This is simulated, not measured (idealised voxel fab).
Process module, titled voxel quadruple lines
Square cell edge 5 nm, section width 205 nm, ID cut.
Cross-section spec: square-cell grid; bands listed top down; each band is one or more rows.
What a band's entry tells you: where the top is and where the bottom is, as heights in nm, and after that what lies inside, material by material from left to right, each with its width in nm. Empty space is written as the word "air", and a single material marked with the word "everywhere" occupies the band from edge to edge.
Height is counted from the level 0, under which the received wafer is composed throughout of one material. The lowest of the bands is not closed at the bottom but continues downward, in the notation "0 nm and below".
Width "30 to 40": first value at the band's top row of cells, second value at its bottom row, equal change from row to row.
You'll sometimes find "no change" written for a step, and that's the way of saying that nowhere in the cross-section did a cell change during that step.
In "Listed closed voids" the enclosed voids are listed, meaning empty spaces of 8 cells or larger without any opening to the top. The form is width x height at distance, distance from the left edge, units nm.
Read whatever lies past the settings on a step's line as the simulator's own remark about the step.
The setting "overlay nm" may be written on the line of a step. When the step uses a mask, the value reports how far to the right of the planned place the mask lay, and a negative value reports that it lay to the left.

## Set out below are the planned steps of the process
step 1: RECEIVE, material Si
step 2: CONFORMAL_DEP, material SiO2, thk nm 10
step 3: DIRECTIONAL_DEP, material TiN, thk nm 15
step 4: DIRECTIONAL_DEP, material polySi, thk nm 20
step 5: DIRECTIONAL_DEP, material aC, thk nm 25
step 6: PATTERN, tone cover, mask id MANDREL, material resist, width nm 20, thk nm 30, overlay nm 0
step 7: DIRECTIONAL_ETCH, etch materials aC, depth nm 25
step 8: STRIP, etch materials resist
step 9: CONFORMAL_DEP, material SiO2, thk nm 10
step 10: DIRECTIONAL_ETCH, etch materials SiO2, depth nm 10
step 11: STRIP, etch materials aC
step 12: DIRECTIONAL_ETCH, etch materials polySi, depth nm 20
step 13: STRIP, etch materials SiO2
step 14: CONFORMAL_DEP, material SiN, thk nm 5
step 15: DIRECTIONAL_ETCH, etch materials SiN, depth nm 5
step 16: STRIP, etch materials polySi
step 17: DIRECTIONAL_ETCH, etch materials TiN, depth nm 15
step 18: STRIP, etch materials SiN

## Here's what the wafer looked like in cross-section when it arrived - that's after step 1
0 nm and below: Si everywhere
Listed closed voids: none

## As-planned run: cross-section of the first of two wafers at end of module
25 nm to 10 nm: 75 of air | 5 of TiN | 10 of air | 5 of TiN | 10 of air | 5 of TiN | 10 of air | 5 of TiN | 80 of air
10 nm to 0 nm: SiO2 everywhere
0 nm and below: Si everywhere
Listed closed voids: none

## Same start, same plan as the first wafer - but one mistake in the run. Cross-section of the second of the two at the end of the module
25 nm to 10 nm: 80 of air | 5 of TiN | 10 of air | 5 of TiN | 5 of air | 5 of TiN | 10 of air | 5 of TiN | 80 of air
10 nm to 0 nm: SiO2 everywhere
0 nm and below: Si everywhere
Listed closed voids: none
What broke from the plan during processing? step 6 was run on a setting that differed from the plan, and what really ran there is PATTERN, tone cover, mask id MANDREL, material resist, width nm 15, thk nm 30, overlay nm 0
Heads up: at the end the two wafers have identical cell counts per material, they're just laid out differently.
